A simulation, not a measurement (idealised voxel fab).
The following process module bears the name voxel self aligned vias.
This is section cut - it's 150 nm across, gridded in 5 nm square cells.
Cross-section = grid of square cells, listed top down in bands; band = one or more rows. Read a band's entry like this: the first values are the height of its top and the height of its bottom in nm, and what follows is the sequence of materials from left to right, each with its width in nm. Note that "air" is empty space, and that a single material marked "full width" reaches across the band from edge to edge. Ref level 0: as-received wafer is one material below here. Bottom band extends down with no lower bound ("0 down"). You'd read "30..40" like this: the band's top row of cells is as wide as the first number, its bottom row is as wide as the second, and going down, every row changes width by the same amount as the row before did. "no alterations made" for a step: no cell of the cross-section changed in that step. This entry, "Sealed voids", enumerates those empty regions of no fewer than 8 cells that possess no open connection to the top. Each region is reported in the form width x height at distance, the distance being taken from the left edge, with all three quantities expressed in nm. Note: text after step settings on the step line = simulator remark on that step. What "overlay nm" on a step's line means: if the step has a mask, that mask lay this far to the right of its planned place, or, when the value is negative, to the left.
THE FOLLOWING LIST GIVES THE PLANNED PROCESS STEPS
| 1 | op RECEIVE | material Si |
| 2 | op CONFORMAL_DEP | material SiO2 | thk nm 15 |
| 3 | op CONFORMAL_DEP | material SiCN | thk nm 5 |
| 4 | op DIRECTIONAL_DEP | material SiO2 | thk nm 30 |
| 5 | op PATTERN | tone open | mask id LINES | material resist | width nm 25 | pitch nm 65 | thk nm 15 | overlay nm 0 |
| 6 | op DIRECTIONAL_ETCH | etch materials SiO2 | depth nm 30 |
| 7 | op STRIP | etch materials resist |
| 8 | op CONFORMAL_DEP | material TiN | thk nm 5 |
| 9 | op FILL_DEP | material W | thk nm 5 |
| 10 | op CMP | height nm 50 |
| 11 | op SELECTIVE_ETCH | etch materials W Ru TiN | depth nm 5 |
| 12 | op FILL_DEP | material SiN | thk nm 10 |
| 13 | op CMP | height nm 50 |
| 14 | op DIRECTIONAL_DEP | material SiO2 | thk nm 15 |
| 15 | op DIRECTIONAL_DEP | material aC | thk nm 10 |
| 16 | op PATTERN | tone open | mask id VIAS | material resist | width nm 45 | thk nm 30 | overlay nm 0 |
| 17 | op DIRECTIONAL_ETCH | etch materials aC | depth nm 10 |
| 18 | op STRIP | etch materials resist |
| 19 | op DIRECTIONAL_ETCH | etch materials SiO2 | depth nm 15 |
| 20 | op DIRECTIONAL_ETCH | etch materials SiN | depth nm 5 |
| 21 | op STRIP | etch materials aC |
| 22 | op CONFORMAL_DEP | material TiN | thk nm 5 |
| 23 | op FILL_DEP | material Cu | thk nm 5 |
| 24 | op CMP | height nm 65 |
| 25 | op CONFORMAL_DEP | material SiN | thk nm 5 |
WHAT FOLLOWS COVERS THE FIRST OF TWO WAFERS; IT RAN AS PLANNED
RECEIVED-STATE CROSS-SECTION, REFLECTING COMPLETION OF STEP 1
- 0 down  Si full width
- Sealed voids: none
CROSS-SECTION THROUGH THE WAFER, STEP 2 FINISHED
- 15 to 0  SiO2 full width
- No changes below 0.
CROSS-SECTION THROUGH THE WAFER, STEP 3 FINISHED
- 20 to 15  SiCN full width
- No changes below 15.
CROSS-SECTION THROUGH THE WAFER, STEP 4 FINISHED
- 50 to 20  SiO2 full width
- No changes below 20.
CROSS-SECTION THROUGH THE WAFER, STEP 5 FINISHED
- 65 to 50  resist=30, air=25, resist=40, air=25, resist=30
- No changes below 50.
CROSS-SECTION THROUGH THE WAFER, STEP 6 FINISHED
- 65 to 50  resist=30, air=25, resist=40, air=25, resist=30
- 50 to 20  SiO2=30, air=25, SiO2=40, air=25, SiO2=30
- No changes below 20.
CROSS-SECTION THROUGH THE WAFER, STEP 7 FINISHED
- 50 to 20  SiO2=30, air=25, SiO2=40, air=25, SiO2=30
- No changes below 20.
CROSS-SECTION THROUGH THE WAFER, STEP 8 FINISHED
- 55 to 50  TiN=35, air=15, TiN=50, air=15, TiN=35
- 50 to 25  SiO2=30, TiN=5, air=15, TiN=5, SiO2=40, TiN=5, air=15, TiN=5, SiO2=30
- 25 to 20  SiO2=30, TiN=25, SiO2=40, TiN=25, SiO2=30
- No changes below 20.
CROSS-SECTION THROUGH THE WAFER, STEP 9 FINISHED
- 60 to 55  W full width
- 55 to 50  TiN=35, W=15, TiN=50, W=15, TiN=35
- 50 to 25  SiO2=30, TiN=5, W=15, TiN=5, SiO2=40, TiN=5, W=15, TiN=5, SiO2=30
- No changes below 25.
CROSS-SECTION THROUGH THE WAFER, STEP 10 FINISHED
- 50 to 25  SiO2=30, TiN=5, W=15, TiN=5, SiO2=40, TiN=5, W=15, TiN=5, SiO2=30
- No changes below 25.
CROSS-SECTION THROUGH THE WAFER, STEP 11 FINISHED
- 50 to 45  SiO2=30, air=25, SiO2=40, air=25, SiO2=30
- No changes below 45.
CROSS-SECTION THROUGH THE WAFER, STEP 12 FINISHED
- 60 to 50  SiN full width
- 50 to 45  SiO2=30, SiN=25, SiO2=40, SiN=25, SiO2=30
- No changes below 45.
CROSS-SECTION THROUGH THE WAFER, STEP 13 FINISHED
- 50 to 45  SiO2=30, SiN=25, SiO2=40, SiN=25, SiO2=30
- No changes below 45.
CROSS-SECTION THROUGH THE WAFER, STEP 14 FINISHED
- 65 to 50  SiO2 full width
- No changes below 50.
CROSS-SECTION THROUGH THE WAFER, STEP 15 FINISHED
- 75 to 65  aC full width
- No changes below 65.
CROSS-SECTION THROUGH THE WAFER, STEP 16 FINISHED
- 105 to 75  resist=20, air=45, resist=85
- No changes below 75.
CROSS-SECTION THROUGH THE WAFER, STEP 17 FINISHED
- 95 to 75  resist=20, air=45, resist=85
- 75 to 65  aC=20, air=45, aC=85
- No changes below 65.
CROSS-SECTION THROUGH THE WAFER, STEP 18 FINISHED
- 75 to 65  aC=20, air=45, aC=85
- No changes below 65.
CROSS-SECTION THROUGH THE WAFER, STEP 19 FINISHED
- 75 to 65  aC=20, air=45, aC=85
- 65 to 50  SiO2=20, air=45, SiO2=85
- No changes below 50.
CROSS-SECTION THROUGH THE WAFER, STEP 20 FINISHED
- 75 to 65  aC=20, air=45, aC=85
- 65 to 50  SiO2=20, air=45, SiO2=85
- 50 to 45  SiO2=30, air=25, SiO2=40, SiN=25, SiO2=30
- No changes below 45.
CROSS-SECTION THROUGH THE WAFER, STEP 21 FINISHED
- 65 to 50  SiO2=20, air=45, SiO2=85
- No changes below 50.
CROSS-SECTION THROUGH THE WAFER, STEP 22 FINISHED
- 70 to 65  TiN=25, air=35, TiN=90
- 65 to 55  SiO2=20, TiN=5, air=35, TiN=5, SiO2=85
- 55 to 50  SiO2=20, TiN=15, air=15, TiN=15, SiO2=85
- 50 to 45  SiO2=30, TiN=25, SiO2=40, SiN=25, SiO2=30
- No changes below 45.
CROSS-SECTION THROUGH THE WAFER, STEP 23 FINISHED
- 75 to 70  Cu full width
- 70 to 65  TiN=25, Cu=35, TiN=90
- 65 to 55  SiO2=20, TiN=5, Cu=35, TiN=5, SiO2=85
- 55 to 50  SiO2=20, TiN=15, Cu=15, TiN=15, SiO2=85
- No changes below 50.
CROSS-SECTION THROUGH THE WAFER, STEP 24 FINISHED
- 65 to 55  SiO2=20, TiN=5, Cu=35, TiN=5, SiO2=85
- No changes below 55.
CROSS-SECTION THROUGH THE WAFER, STEP 25 FINISHED
- 70 to 65  SiN full width
- No changes below 65.
THE REMAINING WAFER, SECOND OF THE TWO, STARTED LIKE THE FIRST AND WAS RUN TO THE SAME PLAN, EXCEPT THAT ONE MISTAKE WAS MADE ALONG THE WAY; THE TWO COINCIDE THROUGH STEP 4, INCLUSIVE
CROSS-SECTION, SECOND WAFER, AT THE END TIME THE PLAN GIVES FOR STEP 5
- 65 to 50  air=30, resist=25, air=40, resist=25, air=30
- No changes below 50.
CROSS-SECTION, SECOND WAFER, AT THE END TIME THE PLAN GIVES FOR STEP 6
- 65 to 50  air=30, resist=25, air=40, resist=25, air=30
- 50 to 20  air=30, SiO2=25, air=40, SiO2=25, air=30
- No changes below 20.
CROSS-SECTION, SECOND WAFER, AT THE END TIME THE PLAN GIVES FOR STEP 7
- 50 to 20  air=30, SiO2=25, air=40, SiO2=25, air=30
- No changes below 20.
CROSS-SECTION, SECOND WAFER, AT THE END TIME THE PLAN GIVES FOR STEP 8
- 55 to 50  air=25, TiN=35, air=30, TiN=35, air=25
- 50 to 25  air=25, TiN=5, SiO2=25, TiN=5, air=30, TiN=5, SiO2=25, TiN=5, air=25
- 25 to 20  TiN=30, SiO2=25, TiN=40, SiO2=25, TiN=30
- No changes below 20.
CROSS-SECTION, SECOND WAFER, AT THE END TIME THE PLAN GIVES FOR STEP 9
- 60 to 55  W full width
- 55 to 50  W=25, TiN=35, W=30, TiN=35, W=25
- 50 to 25  W=25, TiN=5, SiO2=25, TiN=5, W=30, TiN=5, SiO2=25, TiN=5, W=25
- No changes below 25.
CROSS-SECTION, SECOND WAFER, AT THE END TIME THE PLAN GIVES FOR STEP 10
- 50 to 25  W=25, TiN=5, SiO2=25, TiN=5, W=30, TiN=5, SiO2=25, TiN=5, W=25
- No changes below 25.
CROSS-SECTION, SECOND WAFER, AT THE END TIME THE PLAN GIVES FOR STEP 11
- 50 to 45  air=30, SiO2=25, air=40, SiO2=25, air=30
- No changes below 45.
CROSS-SECTION, SECOND WAFER, AT THE END TIME THE PLAN GIVES FOR STEP 12
- 60 to 50  SiN full width
- 50 to 45  SiN=30, SiO2=25, SiN=40, SiO2=25, SiN=30
- No changes below 45.
CROSS-SECTION, SECOND WAFER, AT THE END TIME THE PLAN GIVES FOR STEP 13
- 50 to 45  SiN=30, SiO2=25, SiN=40, SiO2=25, SiN=30
- No changes below 45.
CROSS-SECTION, SECOND WAFER, AT THE END TIME THE PLAN GIVES FOR STEP 14
- 65 to 50  SiO2 full width
- No changes below 50.
CROSS-SECTION, SECOND WAFER, AT THE END TIME THE PLAN GIVES FOR STEP 15
- 75 to 65  aC full width
- No changes below 65.
CROSS-SECTION, SECOND WAFER, AT THE END TIME THE PLAN GIVES FOR STEP 16
- 105 to 75  resist=20, air=45, resist=85
- No changes below 75.
CROSS-SECTION, SECOND WAFER, AT THE END TIME THE PLAN GIVES FOR STEP 17
- 95 to 75  resist=20, air=45, resist=85
- 75 to 65  aC=20, air=45, aC=85
- No changes below 65.
CROSS-SECTION, SECOND WAFER, AT THE END TIME THE PLAN GIVES FOR STEP 18
- 75 to 65  aC=20, air=45, aC=85
- No changes below 65.
CROSS-SECTION, SECOND WAFER, AT THE END TIME THE PLAN GIVES FOR STEP 19
- 75 to 65  aC=20, air=45, aC=85
- 65 to 50  SiO2=20, air=45, SiO2=85
- No changes below 50.
CROSS-SECTION, SECOND WAFER, AT THE END TIME THE PLAN GIVES FOR STEP 20
- 75 to 65  aC=20, air=45, aC=85
- 65 to 50  SiO2=20, air=45, SiO2=85
- 50 to 45  SiN=20, air=10, SiO2=25, air=10, SiN=30, SiO2=25, SiN=30
- No changes below 45.
CROSS-SECTION, SECOND WAFER, AT THE END TIME THE PLAN GIVES FOR STEP 21
- 65 to 50  SiO2=20, air=45, SiO2=85
- No changes below 50.
CROSS-SECTION, SECOND WAFER, AT THE END TIME THE PLAN GIVES FOR STEP 22
- 70 to 65  TiN=25, air=35, TiN=90
- 65 to 55  SiO2=20, TiN=5, air=35, TiN=5, SiO2=85
- 55 to 50  SiO2=20, TiN=45, SiO2=85
- 50 to 45  SiN=20, TiN=10, SiO2=25, TiN=10, SiN=30, SiO2=25, SiN=30
- No changes below 45.
CROSS-SECTION, SECOND WAFER, AT THE END TIME THE PLAN GIVES FOR STEP 23
- 75 to 70  Cu full width
- 70 to 65  TiN=25, Cu=35, TiN=90
- 65 to 55  SiO2=20, TiN=5, Cu=35, TiN=5, SiO2=85
- No changes below 55.
CROSS-SECTION, SECOND WAFER, AT THE END TIME THE PLAN GIVES FOR STEP 24
- 65 to 55  SiO2=20, TiN=5, Cu=35, TiN=5, SiO2=85
- No changes below 55.
CROSS-SECTION, SECOND WAFER, AT THE END TIME THE PLAN GIVES FOR STEP 25
- 70 to 65  SiN full width
- No changes below 65.
What was the processing mistake? step 5, actual vs plan mismatch, actual run op PATTERN | tone cover | mask id LINES | material resist | width nm 25 | pitch nm 65 | thk nm 15 | overlay nm 0
Final cells, second wafer relative to first, materials higher or lower: 3 fewer of Cu, 11 more of SiN, 60 fewer of SiO2, 12 more of TiN, 40 more of W
